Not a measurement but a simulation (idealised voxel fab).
Process module in this document: voxel gate over fins
Cross-section cut: width 225 nm, square cells of 5 nm.
In what follows, cross-sections appear as grids of square cells, described through bands that run from the top down, where every band is one or more rows of cells. Each band's line starts with the height of the band's top and of its bottom, in nm. Then come its materials from left to right, each with its width in nm. One material with "throughout" fills the band from edge to edge. "air" is empty space. Where do heights start? At 0: under that level the wafer as delivered is made of one material only. And the lowest band has no floor; it just carries on downward, as in "0 down". The width entry "30..40" should be interpreted row by row: the top row of cells in the band takes the first number, the bottom row takes the second number, and the change between adjacent rows is uniform throughout. Any step labelled "changes: none" changed none of the cells in the cross-section. "Internal closed voids": sealed empty spaces, 8 cells or more, no open way to top, listed width x height at distance, with distance from the left edge and width, height and distance in nm. Whatever follows a step's settings on its line is a remark the simulator itself makes about that step. Regarding "overlay nm": on a step with a mask, it is the distance the mask lay to the right of its planned place; a negative value places it to the left.
Process steps - plan:
1,RECEIVE,material Si
2,CONFORMAL_DEP,material SiN,thk nm 5
3,PATTERN,tone cover,mask id FINS,material resist,width nm 15,pitch nm 45,thk nm 15,overlay nm 0
4,DIRECTIONAL_ETCH,etch materials SiN,depth nm 5
5,DIRECTIONAL_ETCH,etch materials Si,depth nm 30
6,STRIP,etch materials resist
7,OXIDIZE,depth nm 5
8,FILL_DEP,material SiO2,thk nm 10
9,CMP,height nm 5
10,SELECTIVE_ETCH,etch materials SiO2,depth nm 20
11,STRIP,etch materials SiN
12,CONFORMAL_DEP,material HfO2,thk nm 5
13,CONFORMAL_DEP,material TiN,thk nm 5
14,CONFORMAL_DEP,material TiAl,thk nm 5
15,CONFORMAL_DEP,material TiN,thk nm 5
16,FILL_DEP,material W,thk nm 15
17,CMP,height nm 30
18,CONFORMAL_DEP,material SiCN,thk nm 5
The cross-section here shows the wafer as received, i.e. in its state after step 1:
* 0 down = Si throughout
* Internal closed voids: none
Figure: cross-sectional view of the wafer upon completion of the module, processed from the initial state and according to the plan depicted above, with one error introduced during execution:
* 35 to 30 = SiCN throughout
* 30 to 15 = W throughout
* 15 to 10 = W 25 nm; TiN 35 nm; W 10 nm; TiN 35 nm; W 10 nm; TiN 35 nm; W 10 nm; TiN 35 nm; W 30 nm
* 10 to 5 = W 25 nm; TiN 5 nm; TiAl 25 nm; TiN 5 nm; W 10 nm; TiN 5 nm; TiAl 25 nm; TiN 5 nm; W 10 nm; TiN 5 nm; TiAl 25 nm; TiN 5 nm; W 10 nm; TiN 5 nm; TiAl 25 nm; TiN 5 nm; W 30 nm
* 5 to 0 = W 25 nm; TiN 5 nm; TiAl 5 nm; HfO2 15 nm; TiAl 5 nm; TiN 5 nm; W 10 nm; TiN 5 nm; TiAl 5 nm; HfO2 15 nm; TiAl 5 nm; TiN 5 nm; W 10 nm; TiN 5 nm; TiAl 5 nm; HfO2 15 nm; TiAl 5 nm; TiN 5 nm; W 10 nm; TiN 5 nm; TiAl 5 nm; HfO2 15 nm; TiAl 5 nm; TiN 5 nm; W 30 nm
* 0 to -5 = TiN 30 nm; TiAl 5 nm; HfO2 5 nm; Si 5 nm; HfO2 5 nm; TiAl 5 nm; TiN 20 nm; TiAl 5 nm; HfO2 5 nm; Si 5 nm; HfO2 5 nm; TiAl 5 nm; TiN 20 nm; TiAl 5 nm; HfO2 5 nm; Si 5 nm; HfO2 5 nm; TiAl 5 nm; TiN 20 nm; TiAl 5 nm; HfO2 5 nm; Si 5 nm; HfO2 5 nm; TiAl 5 nm; TiN 35 nm
* -5 to -10 = TiAl 35 nm; HfO2 5 nm; Si 5 nm; HfO2 5 nm; TiAl 30 nm; HfO2 5 nm; Si 5 nm; HfO2 5 nm; TiAl 30 nm; HfO2 5 nm; Si 5 nm; HfO2 5 nm; TiAl 30 nm; HfO2 5 nm; Si 5 nm; HfO2 5 nm; TiAl 40 nm
* -10 to -15 = HfO2 40 nm; Si 5 nm; HfO2 40 nm; Si 5 nm; HfO2 40 nm; Si 5 nm; HfO2 40 nm; Si 5 nm; HfO2 45 nm
* -15 to -35 = SiO2 40 nm; Si 5 nm; SiO2 40 nm; Si 5 nm; SiO2 40 nm; Si 5 nm; SiO2 40 nm; Si 5 nm; SiO2 45 nm
* -35 down = Si throughout
* Internal closed voids: none
Processing error: the run left out plan step 13 entirely, so it was never executed
